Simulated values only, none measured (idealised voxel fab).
process module | voxel ribs on slabs
cross-section cut | 265 nm wide | cells 5 nm
A cross-section is a grid of square cells, given in bands from the top down. A band is one or more rows of cells.
Each band's line starts with the height of the band's top and of its bottom, in nm. Then come its materials from left to right, each with its width in nm. One material with "throughout" fills the band from edge to edge. "air" is empty space.
Height 0 is the level under which the wafer as received is all one material. The lowest band goes on downwards, as in "0 down".
A width such as "30 to 40" changes by the same amount from each row of cells to the next, from the band's top row to its bottom row.
"no change" after a step means that no cell of the cross-section changed.
closed voids: empty space of 8 cells or more with no open way to the top, each as width x height at its distance from the left edge, in nm
after a step's settings: what the simulator itself notes on the step
overlay nm, on a step with a mask: how far to the right of its planned place the mask lay; to the left if negative
plan
1 op RECEIVE | material Si
2 op DIRECTIONAL_DEP | material SiO2 | thk nm 30
3 op DIRECTIONAL_DEP | material polySi | thk nm 20
4 op DIRECTIONAL_DEP | material aC | thk nm 15
5 op PATTERN | tone cover | mask id RIB | material resist | width nm 30 | thk nm 35 | overlay nm 0
6 op DIRECTIONAL_ETCH | etch materials aC | depth nm 15
7 op STRIP | etch materials resist
8 op DIRECTIONAL_ETCH | etch materials polySi | depth nm 10
9 op STRIP | etch materials aC
10 op DIRECTIONAL_DEP | material aC | thk nm 10
11 op PATTERN | tone cover | mask id SLAB | material resist | width nm 80 | thk nm 25 | overlay nm 0
12 op DIRECTIONAL_ETCH | etch materials aC | depth nm 10
13 op STRIP | etch materials resist
14 op DIRECTIONAL_ETCH | etch materials polySi | depth nm 10
15 op STRIP | etch materials aC
16 op FILL_DEP | material SiO2 | thk nm 25
17 op CMP | height nm 70
18 op DIRECTIONAL_DEP | material W | thk nm 10
19 op MASKED_ETCH | tone cover | mask id HEATER | width nm 40 | etch materials W | depth nm 10 | overlay nm 0
20 op CONFORMAL_DEP | material SiO2 | thk nm 10
as received, after step 1
  0 down: Si throughout
  closed voids: none
a wafer at the end: this start, this plan, one mistake
  90 to 80: air 100 | SiO2 60 | air 105
  80 to 70: SiO2 110 | W 40 | SiO2 115
  70 to 50: SiO2 throughout
  50 to 40: SiO2 110 | polySi 30 | SiO2 125
  40 to 30: SiO2 90 | polySi 80 | SiO2 95
  30 to 0: SiO2 throughout
  0 down: Si throughout
  closed voids: none
what went wrong: step 5 ran as: op PATTERN | tone cover | mask id RIB | material resist | width nm 30 | thk nm 35 | overlay nm -5
